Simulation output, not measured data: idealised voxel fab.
Herein follows the process module entitled voxel transistor to metal.
The figure presents cross-section cut, which has a width of 190 nm and is divided into square cells with an edge length of 5 nm.
We lay out every cross-section as a grid of square cells and spell it out in bands from the top down, where one band means one or more rows of cells.
Quick guide to a band line: top height, bottom height (nm) up front; then every material left to right with its width in nm. Only one material and it's marked "edge to edge"? Then it fills the band edge to edge. And "blank" just means empty space.
Ref level 0: as-received wafer is one material below here. Bottom band extends down with no lower bound ("0 -> down").
The expression "30..40" gives the width at the extremes of the band, the first number at its top row of cells and the second at its bottom row, with the width changing by equal amounts from each row to the next in between.
"identical to before" means the step left every cell of the cross-section as it was.
Under "Enclosed empty spaces" you'll find the enclosed gaps, the ones with no way out to the top, that are 8 cells or bigger; each reads width x height at distance, with distance counted from the left edge, everything in nm.
That trailing text on a step's line, after the settings, is the simulator's own remark on the step.
overlay nm: mask offset rightward from planned place, masked step; negative means leftward offset.

[Listed below are the process steps as planned]
1: RECEIVE [material Si]
2: OXIDIZE [depth nm 5]
3: CONFORMAL_DEP [material SiN] [thk nm 15]
4: PATTERN [tone cover] [mask id ACTIVE] [material resist] [width nm 105] [thk nm 20] [overlay nm 0]
5: DIRECTIONAL_ETCH [etch materials SiN] [depth nm 15]
6: DIRECTIONAL_ETCH [etch materials SiO2] [depth nm 5]
7: DIRECTIONAL_ETCH [etch materials Si] [depth nm 30]
8: STRIP [etch materials resist]
9: FILL_DEP [material SiO2] [thk nm 10]
10: CMP [height nm 15]
11: SELECTIVE_ETCH [etch materials SiO2] [depth nm 5]
12: STRIP [etch materials SiN]
13: SELECTIVE_ETCH [etch materials SiO2] [depth nm 5]
14: OXIDIZE [depth nm 5]
15: DIRECTIONAL_DEP [material polySi] [thk nm 30]
16: DIRECTIONAL_DEP [material SiCN] [thk nm 15]
17: DIRECTIONAL_DEP [material aC] [thk nm 10]
18: PATTERN [tone cover] [mask id GATE] [material resist] [width nm 35] [thk nm 25] [overlay nm 0]
19: DIRECTIONAL_ETCH [etch materials aC] [depth nm 10]
20: STRIP [etch materials resist]
21: DIRECTIONAL_ETCH [etch materials SiCN] [depth nm 25]
22: DIRECTIONAL_ETCH [etch materials polySi] [depth nm 40]
23: STRIP [etch materials aC]
24: CONFORMAL_DEP [material SiO2] [thk nm 5]
25: DIRECTIONAL_ETCH [etch materials SiO2] [depth nm 5]
26: CONFORMAL_DEP [material SiN] [thk nm 10]
27: DIRECTIONAL_ETCH [etch materials SiN] [depth nm 10]
28: DIRECTIONAL_ETCH [etch materials SiO2] [depth nm 5]
29: DIRECTIONAL_ETCH [etch materials Si] [depth nm 10]
30: EPI [material pSi] [thk nm 15]
31: FILL_DEP [material SiO2] [thk nm 10]
32: CMP [height nm 25]
33: STRIP [etch materials polySi]
34: SELECTIVE_ETCH [etch materials SiO2] [depth nm 5]
35: CONFORMAL_DEP [material HfO2] [thk nm 5]
36: CONFORMAL_DEP [material TiN] [thk nm 5]
37: FILL_DEP [material W] [thk nm 10]
38: CMP [height nm 20]
39: DIRECTIONAL_DEP [material SiO2] [thk nm 10]
40: MASKED_ETCH [tone open] [mask id CONTACT] [width nm 15] [pitch nm 80] [etch materials SiO2] [depth nm 25] [overlay nm 0]
41: CONFORMAL_DEP [material TiN] [thk nm 5]
42: FILL_DEP [material Ru] [thk nm 5]
43: CMP [height nm 30]
44: DIRECTIONAL_DEP [material TiN] [thk nm 5]
45: DIRECTIONAL_DEP [material W] [thk nm 15]
46: DIRECTIONAL_DEP [material aC] [thk nm 10]
47: PATTERN [tone cover] [mask id METAL_1] [material resist] [width nm 15] [pitch nm 80] [thk nm 25] [overlay nm 0]
48: DIRECTIONAL_ETCH [etch materials aC] [depth nm 10]
49: STRIP [etch materials resist]
50: DIRECTIONAL_ETCH [etch materials W] [depth nm 15]
51: DIRECTIONAL_ETCH [etch materials TiN] [depth nm 5]
52: STRIP [etch materials aC]
53: FILL_DEP [material lowk] [thk nm 5]
54: CMP [height nm 50]
55: CONFORMAL_DEP [material SiCN] [thk nm 5]

[As-received state of the wafer in cross-section, equivalent to post-step 1]
0 -> down = Si edge to edge
Enclosed empty spaces: none

[The module was run from the start shown above using the plan shown above, but one mistake was made doing it; the resulting wafer cross-section is below]
55 -> 50 = SiCN edge to edge
50 -> 35 = lowk=45 / W=15 / lowk=65 / W=15 / lowk=50
35 -> 30 = lowk=45 / TiN=15 / lowk=65 / TiN=15 / lowk=50
30 -> 20 = SiO2=45 / TiN=5 / Ru=5 / TiN=5 / SiO2=65 / TiN=5 / Ru=5 / TiN=5 / SiO2=50
20 -> 10 = SiO2=45 / TiN=5 / Ru=5 / TiN=5 / SiO2=5 / SiN=10 / HfO2=5 / TiN=5 / W=15 / TiN=5 / HfO2=5 / SiN=10 / SiO2=5 / TiN=5 / Ru=5 / TiN=5 / SiO2=50
10 -> 5 = SiO2=45 / TiN=15 / SiO2=5 / SiN=10 / HfO2=5 / TiN=5 / W=15 / TiN=5 / HfO2=5 / SiN=10 / SiO2=5 / TiN=15 / SiO2=50
5 -> 0 = SiO2=40 / SiN=10 / pSi=15 / SiN=10 / HfO2=5 / TiN=5 / W=15 / TiN=5 / HfO2=5 / SiN=10 / pSi=15 / SiN=10 / SiO2=45
0 -> -5 = SiO2=40 / SiN=10 / pSi=15 / SiN=10 / HfO2=5 / TiN=25 / HfO2=5 / SiN=10 / pSi=15 / SiN=10 / SiO2=45
-5 -> -10 = SiO2=50 / pSi=15 / SiO2=10 / HfO2=35 / SiO2=10 / pSi=15 / SiO2=55
-10 -> -20 = SiO2=40 / Si=10 / pSi=15 / Si=55 / pSi=15 / Si=10 / SiO2=45
-20 -> -35 = SiO2=40 / Si=105 / SiO2=45
-35 -> down = Si edge to edge
Enclosed empty spaces: none
So what did we get wrong on this run? the process deviated at step 18: the operation and settings actually run there were PATTERN [tone cover] [mask id GATE] [material resist] [width nm 25] [thk nm 25] [overlay nm 0]
